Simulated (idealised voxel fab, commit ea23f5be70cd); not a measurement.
process module | voxel capacitor over wiring
cross-section cut | 255 nm wide | cells 5 nm
A cross-section is a grid of square cells, given in bands from the top down. A band is one or more rows of cells.
Each band's line starts with the height of the band's top and of its bottom, in nm. Then come its materials from left to right, each with its width in nm. One material with "throughout" fills the band from edge to edge. "air" is empty space.
Height 0 is the level under which the wafer as received is all one material. The lowest band goes on downwards, as in "0 down".
A width such as "30 to 40" changes by the same amount from each row of cells to the next, from the band's top row to its bottom row.
"no change" after a step means that no cell of the cross-section changed.
closed voids: empty space of 8 cells or more with no open way to the top, each as width x height at its distance from the left edge, in nm
after a step's settings: what the simulator itself notes on the step
overlay nm, on a step with a mask: how far to the right of its planned place the mask lay; to the left if negative
plan
1 op RECEIVE | material Si
2 op CONFORMAL_DEP | material SiO2 | thk nm 15
3 op DIRECTIONAL_DEP | material TiN | thk nm 5
4 op DIRECTIONAL_DEP | material W | thk nm 15
5 op PATTERN | tone cover | mask id METAL_1 | material resist | width nm 20 | pitch nm 70 | thk nm 15 | overlay nm 0
6 op DIRECTIONAL_ETCH | etch materials W | depth nm 15
7 op DIRECTIONAL_ETCH | etch materials TiN | depth nm 5
8 op STRIP | etch materials resist
9 op CONFORMAL_DEP | material SiN | thk nm 5
10 op FILL_DEP | material lowk | thk nm 10
11 op CMP | height nm 35
12 op CONFORMAL_DEP | material SiCN | thk nm 5
13 op DIRECTIONAL_DEP | material lowk | thk nm 20
14 op DIRECTIONAL_DEP | material aC | thk nm 10
15 op PATTERN | tone open | mask id PLUG_1 | material resist | width nm 15 | thk nm 25 | overlay nm 0
16 op DIRECTIONAL_ETCH | etch materials aC | depth nm 10
17 op STRIP | etch materials resist
18 op DIRECTIONAL_ETCH | etch materials lowk | depth nm 20
19 op DIRECTIONAL_ETCH | etch materials SiCN | depth nm 5
20 op STRIP | etch materials aC
21 op CONFORMAL_DEP | material TiN | thk nm 5
22 op FILL_DEP | material Ru | thk nm 10
23 op CMP | height nm 60
24 op DIRECTIONAL_DEP | material TiN | thk nm 10
25 op DIRECTIONAL_DEP | material SiN | thk nm 5
26 op DIRECTIONAL_DEP | material TiN | thk nm 5
27 op PATTERN | tone cover | mask id UPPER_PLATE | material resist | width nm 55 | thk nm 20 | overlay nm 0
28 op DIRECTIONAL_ETCH | etch materials TiN | depth nm 5
29 op DIRECTIONAL_ETCH | etch materials SiN | depth nm 5
30 op STRIP | etch materials resist
31 op MASKED_ETCH | tone cover | mask id LOWER_PLATE | width nm 65 | etch materials TiN | depth nm 10 | overlay nm 0
32 op FILL_DEP | material SiO2 | thk nm 15
33 op CMP | height nm 90
34 op DIRECTIONAL_DEP | material aC | thk nm 15
35 op PATTERN | tone open | mask id PLUG_2 | material resist | width nm 15 | thk nm 30 | overlay nm 0
36 op DIRECTIONAL_ETCH | etch materials aC | depth nm 15
37 op STRIP | etch materials resist
38 op DIRECTIONAL_ETCH | etch materials SiO2 | depth nm 10
39 op STRIP | etch materials aC
40 op CONFORMAL_DEP | material TiN | thk nm 5
41 op FILL_DEP | material Ru | thk nm 5
42 op CMP | height nm 90
43 op CONFORMAL_DEP | material SiCN | thk nm 5
first wafer, as planned
as received, after step 1
  0 down: Si throughout
  closed voids: none
after step 2
  15 to 0: SiO2 throughout
  below 0: unchanged
after step 3
  20 to 15: TiN throughout
  below 15: unchanged
after step 4
  35 to 20: W throughout
  below 20: unchanged
after step 5
  50 to 35: air 80 | resist 20 | air 50 | resist 20 | air 85
  below 35: unchanged
after step 6
  50 to 35: air 80 | resist 20 | air 50 | resist 20 | air 85
  35 to 20: air 80 | W 20 | air 50 | W 20 | air 85
  below 20: unchanged
after step 7
  50 to 35: air 80 | resist 20 | air 50 | resist 20 | air 85
  35 to 20: air 80 | W 20 | air 50 | W 20 | air 85
  20 to 15: air 80 | TiN 20 | air 50 | TiN 20 | air 85
  below 15: unchanged
after step 8
  35 to 20: air 80 | W 20 | air 50 | W 20 | air 85
  below 20: unchanged
after step 9
  40 to 35: air 75 | SiN 30 | air 40 | SiN 30 | air 80
  35 to 20: air 75 | SiN 5 | W 20 | SiN 5 | air 40 | SiN 5 | W 20 | SiN 5 | air 80
  20 to 15: SiN 80 | TiN 20 | SiN 50 | TiN 20 | SiN 85
  below 15: unchanged
after step 10
  50 to 40: lowk throughout
  40 to 35: lowk 75 | SiN 30 | lowk 40 | SiN 30 | lowk 80
  35 to 20: lowk 75 | SiN 5 | W 20 | SiN 5 | lowk 40 | SiN 5 | W 20 | SiN 5 | lowk 80
  below 20: unchanged
after step 11
  35 to 20: lowk 75 | SiN 5 | W 20 | SiN 5 | lowk 40 | SiN 5 | W 20 | SiN 5 | lowk 80
  below 20: unchanged
after step 12
  40 to 35: SiCN throughout
  below 35: unchanged
after step 13
  60 to 40: lowk throughout
  below 40: unchanged
after step 14
  70 to 60: aC throughout
  below 60: unchanged
after step 15
  95 to 70: resist 85 | air 15 | resist 155
  below 70: unchanged
after step 16
  85 to 70: resist 85 | air 15 | resist 155
  70 to 60: aC 85 | air 15 | aC 155
  below 60: unchanged
after step 17
  70 to 60: aC 85 | air 15 | aC 155
  below 60: unchanged
after step 18
  70 to 60: aC 85 | air 15 | aC 155
  60 to 40: lowk 85 | air 15 | lowk 155
  below 40: unchanged
after step 19
  70 to 60: aC 85 | air 15 | aC 155
  60 to 40: lowk 85 | air 15 | lowk 155
  40 to 35: SiCN 85 | air 15 | SiCN 155
  below 35: unchanged
after step 20
  60 to 40: lowk 85 | air 15 | lowk 155
  below 40: unchanged
after step 21
  65 to 60: TiN 90 | air 5 | TiN 160
  60 to 40: lowk 85 | TiN 5 | air 5 | TiN 5 | lowk 155
  40 to 35: SiCN 85 | TiN 15 | SiCN 155
  below 35: unchanged
after step 22
  75 to 65: Ru throughout
  65 to 60: TiN 90 | Ru 5 | TiN 160
  60 to 40: lowk 85 | TiN 5 | Ru 5 | TiN 5 | lowk 155
  below 40: unchanged
after step 23
  60 to 40: lowk 85 | TiN 5 | Ru 5 | TiN 5 | lowk 155
  below 40: unchanged
after step 24
  70 to 60: TiN throughout
  below 60: unchanged
after step 25
  75 to 70: SiN throughout
  below 70: unchanged
after step 26
  80 to 75: TiN throughout
  below 75: unchanged
after step 27
  100 to 80: air 85 | resist 55 | air 115
  below 80: unchanged
after step 28
  100 to 80: air 85 | resist 55 | air 115
  80 to 75: air 85 | TiN 55 | air 115
  below 75: unchanged
after step 29
  100 to 80: air 85 | resist 55 | air 115
  80 to 75: air 85 | TiN 55 | air 115
  75 to 70: air 85 | SiN 55 | air 115
  below 70: unchanged
after step 30
  80 to 75: air 85 | TiN 55 | air 115
  below 75: unchanged
after step 31
  80 to 75: air 85 | TiN 55 | air 115
  75 to 70: air 85 | SiN 55 | air 115
  70 to 60: air 80 | TiN 65 | air 110
  below 60: unchanged
after step 32
  95 to 80: SiO2 throughout
  80 to 75: SiO2 85 | TiN 55 | SiO2 115
  75 to 70: SiO2 85 | SiN 55 | SiO2 115
  70 to 60: SiO2 80 | TiN 65 | SiO2 110
  below 60: unchanged
after step 33
  90 to 80: SiO2 throughout
  below 80: unchanged
after step 34
  105 to 90: aC throughout
  below 90: unchanged
after step 35
  135 to 105: resist 95 | air 15 | resist 145
  below 105: unchanged
after step 36
  120 to 105: resist 95 | air 15 | resist 145
  105 to 90: aC 95 | air 15 | aC 145
  below 90: unchanged
after step 37
  105 to 90: aC 95 | air 15 | aC 145
  below 90: unchanged
after step 38
  105 to 90: aC 95 | air 15 | aC 145
  90 to 80: SiO2 95 | air 15 | SiO2 145
  below 80: unchanged
after step 39
  90 to 80: SiO2 95 | air 15 | SiO2 145
  below 80: unchanged
after step 40
  95 to 90: TiN 100 | air 5 | TiN 150
  90 to 85: SiO2 95 | TiN 5 | air 5 | TiN 5 | SiO2 145
  85 to 75: SiO2 95 to 85 | TiN 15 to 55 | SiO2 145 to 115
  below 75: unchanged
after step 41
  100 to 95: Ru throughout
  95 to 90: TiN 100 | Ru 5 | TiN 150
  90 to 85: SiO2 95 | TiN 5 | Ru 5 | TiN 5 | SiO2 145
  below 85: unchanged
after step 42
  90 to 85: SiO2 95 | TiN 5 | Ru 5 | TiN 5 | SiO2 145
  below 85: unchanged
after step 43
  95 to 90: SiCN throughout
  below 90: unchanged
second wafer: like start, like plan, one mistake. Through step 11 it matches the first wafer
when step 12 should have ended
  40 to 35: SiO2 throughout
  below 35: unchanged
when step 13 should have ended
  60 to 40: lowk throughout
  below 40: unchanged
when step 14 should have ended
  70 to 60: aC throughout
  below 60: unchanged
when step 15 should have ended
  95 to 70: resist 85 | air 15 | resist 155
  below 70: unchanged
when step 16 should have ended
  85 to 70: resist 85 | air 15 | resist 155
  70 to 60: aC 85 | air 15 | aC 155
  below 60: unchanged
when step 17 should have ended
  70 to 60: aC 85 | air 15 | aC 155
  below 60: unchanged
when step 18 should have ended
  70 to 60: aC 85 | air 15 | aC 155
  60 to 40: lowk 85 | air 15 | lowk 155
  below 40: unchanged
when step 19 should have ended: no change
when step 20 should have ended
  60 to 40: lowk 85 | air 15 | lowk 155
  below 40: unchanged
when step 21 should have ended
  65 to 60: TiN 90 | air 5 | TiN 160
  60 to 45: lowk 85 | TiN 5 | air 5 | TiN 5 | lowk 155
  45 to 40: lowk 85 | TiN 15 | lowk 155
  below 40: unchanged
when step 22 should have ended
  75 to 65: Ru throughout
  65 to 60: TiN 90 | Ru 5 | TiN 160
  60 to 45: lowk 85 | TiN 5 | Ru 5 | TiN 5 | lowk 155
  below 45: unchanged
when step 23 should have ended
  60 to 45: lowk 85 | TiN 5 | Ru 5 | TiN 5 | lowk 155
  below 45: unchanged
when step 24 should have ended
  70 to 60: TiN throughout
  below 60: unchanged
when step 25 should have ended
  75 to 70: SiN throughout
  below 70: unchanged
when step 26 should have ended
  80 to 75: TiN throughout
  below 75: unchanged
when step 27 should have ended
  100 to 80: air 85 | resist 55 | air 115
  below 80: unchanged
when step 28 should have ended
  100 to 80: air 85 | resist 55 | air 115
  80 to 75: air 85 | TiN 55 | air 115
  below 75: unchanged
when step 29 should have ended
  100 to 80: air 85 | resist 55 | air 115
  80 to 75: air 85 | TiN 55 | air 115
  75 to 70: air 85 | SiN 55 | air 115
  below 70: unchanged
when step 30 should have ended
  80 to 75: air 85 | TiN 55 | air 115
  below 75: unchanged
when step 31 should have ended
  80 to 75: air 85 | TiN 55 | air 115
  75 to 70: air 85 | SiN 55 | air 115
  70 to 60: air 80 | TiN 65 | air 110
  below 60: unchanged
when step 32 should have ended
  95 to 80: SiO2 throughout
  80 to 75: SiO2 85 | TiN 55 | SiO2 115
  75 to 70: SiO2 85 | SiN 55 | SiO2 115
  70 to 60: SiO2 80 | TiN 65 | SiO2 110
  below 60: unchanged
when step 33 should have ended
  90 to 80: SiO2 throughout
  below 80: unchanged
when step 34 should have ended
  105 to 90: aC throughout
  below 90: unchanged
when step 35 should have ended
  135 to 105: resist 95 | air 15 | resist 145
  below 105: unchanged
when step 36 should have ended
  120 to 105: resist 95 | air 15 | resist 145
  105 to 90: aC 95 | air 15 | aC 145
  below 90: unchanged
when step 37 should have ended
  105 to 90: aC 95 | air 15 | aC 145
  below 90: unchanged
when step 38 should have ended
  105 to 90: aC 95 | air 15 | aC 145
  90 to 80: SiO2 95 | air 15 | SiO2 145
  below 80: unchanged
when step 39 should have ended
  90 to 80: SiO2 95 | air 15 | SiO2 145
  below 80: unchanged
when step 40 should have ended
  95 to 90: TiN 100 | air 5 | TiN 150
  90 to 85: SiO2 95 | TiN 5 | air 5 | TiN 5 | SiO2 145
  85 to 75: SiO2 95 to 85 | TiN 15 to 55 | SiO2 145 to 115
  below 75: unchanged
when step 41 should have ended
  100 to 95: Ru throughout
  95 to 90: TiN 100 | Ru 5 | TiN 150
  90 to 85: SiO2 95 | TiN 5 | Ru 5 | TiN 5 | SiO2 145
  below 85: unchanged
when step 42 should have ended
  90 to 85: SiO2 95 | TiN 5 | Ru 5 | TiN 5 | SiO2 145
  below 85: unchanged
when step 43 should have ended
  95 to 90: SiCN throughout
  below 90: unchanged
what went wrong: step 12 ran as: op CONFORMAL_DEP | material SiO2 | thk nm 5
at the end the second wafer has, in cells: 1 fewer of Ru | 48 fewer of SiCN | 51 more of SiO2 | 2 fewer of TiN
